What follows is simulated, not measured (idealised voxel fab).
process module | voxel ribs on slabs
cross-section cut | 290 nm wide | cells 5 nm
A cross-section is a grid of square cells, given in bands from the top down. A band is one or more rows of cells.
Each band's line starts with the height of the band's top and of its bottom, in nm. Then come its materials from left to right, each with its width in nm. One material with "throughout" fills the band from edge to edge. "air" is empty space.
Height 0 is the level under which the wafer as received is all one material. The lowest band goes on downwards, as in "0 down".
A width such as "30 to 40" changes by the same amount from each row of cells to the next, from the band's top row to its bottom row.
"no change" after a step means that no cell of the cross-section changed.
closed voids: empty space of 8 cells or more with no open way to the top, each as width x height at its distance from the left edge, in nm
after a step's settings: what the simulator itself notes on the step
overlay nm, on a step with a mask: how far to the right of its planned place the mask lay; to the left if negative
plan
1 op RECEIVE | material Si
2 op DIRECTIONAL_DEP | material SiO2 | thk nm 30
3 op DIRECTIONAL_DEP | material polySi | thk nm 20
4 op DIRECTIONAL_DEP | material aC | thk nm 15
5 op PATTERN | tone cover | mask id RIB | material resist | width nm 25 | thk nm 30 | overlay nm 0
6 op DIRECTIONAL_ETCH | etch materials aC | depth nm 15
7 op STRIP | etch materials resist
8 op DIRECTIONAL_ETCH | etch materials polySi | depth nm 10
9 op STRIP | etch materials aC
10 op MASKED_ETCH | tone cover | mask id SLAB | width nm 65 | etch materials polySi | depth nm 10 | overlay nm 0
11 op FILL_DEP | material SiO2 | thk nm 30
12 op CMP | height nm 70
13 op DIRECTIONAL_DEP | material W | thk nm 10
14 op DIRECTIONAL_DEP | material aC | thk nm 15
15 op PATTERN | tone cover | mask id HEATER | material resist | width nm 35 | thk nm 35 | overlay nm 0
16 op DIRECTIONAL_ETCH | etch materials aC | depth nm 15
17 op STRIP | etch materials resist
18 op DIRECTIONAL_ETCH | etch materials W | depth nm 10
19 op STRIP | etch materials aC
20 op CONFORMAL_DEP | material SiO2 | thk nm 10
as received, after step 1
  0 down: Si throughout
  closed voids: none
a wafer at the end: this start, this plan, one mistake
  90 to 80: air 115 | SiO2 55 | air 120
  80 to 70: SiO2 125 | W 35 | SiO2 130
  70 to 50: SiO2 throughout
  50 to 40: SiO2 130 | polySi 25 | SiO2 135
  40 to 30: SiO2 110 | polySi 65 | SiO2 115
  30 to 0: aC throughout
  0 down: Si throughout
  closed voids: none
what went wrong: step 2 ran as: op DIRECTIONAL_DEP | material aC | thk nm 30
